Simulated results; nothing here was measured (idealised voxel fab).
Documented hereafter: the process module known as voxel released beams.
Pictured: cross-section cut, 215 nm wide, on a grid of 5 nm square cells.
In what follows, cross-sections appear as grids of square cells, described through bands that run from the top down, where every band is one or more rows of cells.
Per band: top height and bottom height in nm, followed by the left-to-right materials and their widths in nm; "full width" marks a single material spanning edge to edge, "empty" marks empty space.
The level at which height equals 0 is the one under which the wafer, as it arrives, is entirely one material. No lower edge exists for the bottom band, which continues downward and is notated as in "from 0 down".
Width spec "30->40" -> top row of cells at first value, bottom row at second value, equal per-row change in between.
Given "remained unchanged" for a step, no cell of the cross-section differs between before and after that step.
"Closed void listing" - sealed voids, min. 8 cells, no opening to top; format: width x height at distance (distance from left edge; nm throughout).
Anything after a step's settings on that line? It's the simulator's own note about the step.
The "overlay nm" setting may appear on a step's line; for a step that uses a mask, it gives how far to the right of its planned position the mask lay, and a negative value indicates the left.
THIS SECTION LISTS THE PROCESS STEPS THAT WERE PLANNED
1. op RECEIVE | material Si
2. op CONFORMAL_DEP | material SiN | thk nm 10
3. op DIRECTIONAL_DEP | material SiO2 | thk nm 10
4. op DIRECTIONAL_DEP | material aC | thk nm 10
5. op PATTERN | tone open | mask id ANCHOR | material resist | width nm 40 | thk nm 25 | overlay nm 0
6. op DIRECTIONAL_ETCH | etch materials aC | depth nm 10
7. op STRIP | etch materials resist
8. op DIRECTIONAL_ETCH | etch materials SiO2 | depth nm 10
9. op STRIP | etch materials aC
10. op CONFORMAL_DEP | material polySi | thk nm 15
11. op MASKED_ETCH | tone cover | mask id BEAM | width nm 100 | etch materials polySi | depth nm 15 | overlay nm 0
12. op STRIP | etch materials SiO2
WAFER CROSS-SECTION ON RECEIPT, I.E. AFTER STEP 1
> from 0 down  Si full width
> Closed void listing: none
MODULE COMPLETE, CROSS-SECTION. STARTING POINT AND PLAN PER ABOVE. ONE MISTAKE MADE IN RUNNING THE MODULE
> from 50 to 35  empty: 55 | polySi: 100 | empty: 60
> from 35 to 20  polySi full width
> from 20 to 10  SiO2: 60 | polySi: 40 | SiO2: 115
> from 10 to 0  SiN full width
> from 0 down  Si full width
> Closed void listing: none
Run error: step 10 was run twice
